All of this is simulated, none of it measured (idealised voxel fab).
The following process module bears the name voxel transistor to metal.
Cross-section cut: width 155 nm, square cells of 5 nm.
A cross-section in this document is a grid of square cells, and it is written down as bands, the top band listed before the ones below it; a band is made up of one or more rows of cells.
Within each band entry, the heights of the top and of the bottom of the band appear first, in that order and in nm; the materials of the band then follow from left to right, each with its corresponding width in nm. The designation "everywhere" on a single material indicates that it fills the band from edge to edge; the designation "air" indicates empty space.
Heads up on the height convention: 0 is the point under which the incoming wafer is all one material, and the lowest band has no bottom, it just keeps going down, like "0..down".
When a width is written as two numbers, as in "30->40", the first number is the width in the top row of cells of the band and the second is the width in its bottom row, and the width changes by the same amount from each row to the next.
Any step labelled "nothing changed" changed none of the cells in the cross-section.
The list in "Fully sealed voids" covers empty spaces of 8 cells or more that cannot reach the top through any open way, and it gives each as width x height at distance; the distance is from the left edge, and width, height and distance are in nm.
Anything after a step's settings on that line? It's the simulator's own note about the step.
You can add "overlay nm" to a step's line. For a step with a mask, it describes how far the mask lay to the right of its planned position, and a negative number describes a lay to the left.
**Intended process steps**
step 1: RECEIVE | material Si
step 2: OXIDIZE | depth nm 5
step 3: CONFORMAL_DEP | material SiN | thk nm 15
step 4: DIRECTIONAL_DEP | material aC | thk nm 10
step 5: PATTERN | tone cover | mask id ACTIVE | material resist | width nm 105 | thk nm 25 | overlay nm 0
step 6: DIRECTIONAL_ETCH | etch materials aC | depth nm 10
step 7: STRIP | etch materials resist
step 8: DIRECTIONAL_ETCH | etch materials SiN | depth nm 15
step 9: DIRECTIONAL_ETCH | etch materials SiO2 | depth nm 5
step 10: DIRECTIONAL_ETCH | etch materials Si | depth nm 30
step 11: STRIP | etch materials aC
step 12: OXIDIZE | depth nm 5
step 13: FILL_DEP | material SiO2 | thk nm 15
step 14: CMP | height nm 15
step 15: SELECTIVE_ETCH | etch materials SiO2 | depth nm 15
step 16: STRIP | etch materials SiN
step 17: SELECTIVE_ETCH | etch materials SiO2 | depth nm 5
step 18: OXIDIZE | depth nm 5
step 19: DIRECTIONAL_DEP | material polySi | thk nm 25
step 20: DIRECTIONAL_DEP | material SiCN | thk nm 10
step 21: PATTERN | tone cover | mask id GATE | material resist | width nm 15 | thk nm 15 | overlay nm 0
step 22: DIRECTIONAL_ETCH | etch materials SiCN | depth nm 20
step 23: DIRECTIONAL_ETCH | etch materials polySi | depth nm 35
step 24: STRIP | etch materials resist
step 25: CONFORMAL_DEP | material SiN | thk nm 10
step 26: DIRECTIONAL_ETCH | etch materials SiN | depth nm 10
step 27: DIRECTIONAL_ETCH | etch materials SiO2 | depth nm 5
step 28: EPI | material nSi | thk nm 5
step 29: FILL_DEP | material SiO2 | thk nm 10
step 30: CMP | height nm 30
step 31: DIRECTIONAL_DEP | material SiO2 | thk nm 10
step 32: PATTERN | tone open | mask id CONTACT | material resist | width nm 30 | pitch nm 55 | thk nm 20 | overlay nm 0
step 33: DIRECTIONAL_ETCH | etch materials SiO2 | depth nm 45
step 34: STRIP | etch materials resist
step 35: CONFORMAL_DEP | material TiN | thk nm 5
step 36: FILL_DEP | material Ru | thk nm 5
step 37: CMP | height nm 40
step 38: DIRECTIONAL_DEP | material TiN | thk nm 5
step 39: DIRECTIONAL_DEP | material Ru | thk nm 15
step 40: PATTERN | tone cover | mask id METAL_1 | material resist | width nm 20 | pitch nm 65 | thk nm 15 | overlay nm 0
step 41: DIRECTIONAL_ETCH | etch materials Ru | depth nm 15
step 42: DIRECTIONAL_ETCH | etch materials TiN | depth nm 5
step 43: STRIP | etch materials resist
step 44: CONFORMAL_DEP | material SiN | thk nm 5
step 45: FILL_DEP | material SiO2 | thk nm 5
step 46: CMP | height nm 60
step 47: CONFORMAL_DEP | material SiCN | thk nm 5
step 48: DIRECTIONAL_DEP | material SiO2 | thk nm 35
step 49: DIRECTIONAL_DEP | material aC | thk nm 10
step 50: PATTERN | tone open | mask id METAL_2_HOLES | material resist | width nm 15 | pitch nm 65 | thk nm 30 | overlay nm 0
step 51: DIRECTIONAL_ETCH | etch materials aC | depth nm 10
step 52: STRIP | etch materials resist
step 53: DIRECTIONAL_ETCH | etch materials SiO2 | depth nm 35
step 54: STRIP | etch materials aC
step 55: DIRECTIONAL_DEP | material aC | thk nm 15
step 56: PATTERN | tone open | mask id METAL_2 | material resist | width nm 20 | pitch nm 65 | thk nm 35 | overlay nm 0
step 57: DIRECTIONAL_ETCH | etch materials aC | depth nm 15
step 58: STRIP | etch materials resist
step 59: DIRECTIONAL_ETCH | etch materials SiO2 | depth nm 20
step 60: DIRECTIONAL_ETCH | etch materials SiCN | depth nm 5
step 61: STRIP | etch materials aC
step 62: CONFORMAL_DEP | material TiN | thk nm 5
step 63: FILL_DEP | material Ru | thk nm 5
step 64: CMP | height nm 100
step 65: CONFORMAL_DEP | material SiN | thk nm 5
**Here's what the wafer looked like in cross-section when it arrived - that's after step 1**
  0..down  Si everywhere
  Fully sealed voids: none
**What the wafer looks like in cross-section after this module, when it starts as shown above and follows the plan above but one mistake is made in running it**
  105..100  SiN everywhere
  100..85  35 nm SiO2  5 nm TiN  10 nm Ru  5 nm TiN  45 nm SiO2  5 nm TiN  10 nm Ru  5 nm TiN  35 nm SiO2
  85..80  35 nm SiO2  5 nm TiN  5 nm Ru  10 nm TiN  45 nm SiO2  5 nm TiN  5 nm Ru  10 nm TiN  35 nm SiO2
  80..65  35 nm SiO2  5 nm TiN  5 nm Ru  5 nm TiN  50 nm SiO2  5 nm TiN  5 nm Ru  5 nm TiN  40 nm SiO2
  65..60  35 nm SiCN  15 nm TiN  50 nm SiCN  15 nm TiN  40 nm SiCN
  60..45  35 nm Ru  5 nm SiN  10 nm SiO2  5 nm SiN  45 nm Ru  5 nm SiN  10 nm SiO2  5 nm SiN  35 nm Ru
  45..40  35 nm TiN  20 nm SiN  45 nm TiN  20 nm SiN  35 nm TiN
  40..30  35 nm SiO2  5 nm TiN  20->15 nm Ru  5->10 nm TiN  25 nm SiO2  5->10 nm TiN  20->15 nm Ru  5 nm TiN  35 nm SiO2
  30..20  35 nm SiO2  5 nm TiN  15 nm Ru  5 nm TiN  10 nm SiN  15 nm SiCN  10 nm SiN  5 nm TiN  15 nm Ru  5 nm TiN  35 nm SiO2
  20..0  35 nm SiO2  5 nm TiN  15 nm Ru  5 nm TiN  10 nm SiN  15 nm polySi  10 nm SiN  5 nm TiN  15 nm Ru  5 nm TiN  35 nm SiO2
  0..-5  35 nm SiO2  25 nm TiN  10 nm SiN  15 nm polySi  10 nm SiN  25 nm TiN  35 nm SiO2
  -5..-10  25 nm SiO2  35 nm nSi  35 nm SiO2  35 nm nSi  25 nm SiO2
  -10..-40  30 nm SiO2  95 nm Si  30 nm SiO2
  -40..down  Si everywhere
  Fully sealed voids: none
Finding, execution versus plan: step 40 ran differently from the plan; actual operation with settings: PATTERN | tone open | mask id METAL_1 | material resist | width nm 20 | pitch nm 65 | thk nm 15 | overlay nm 0
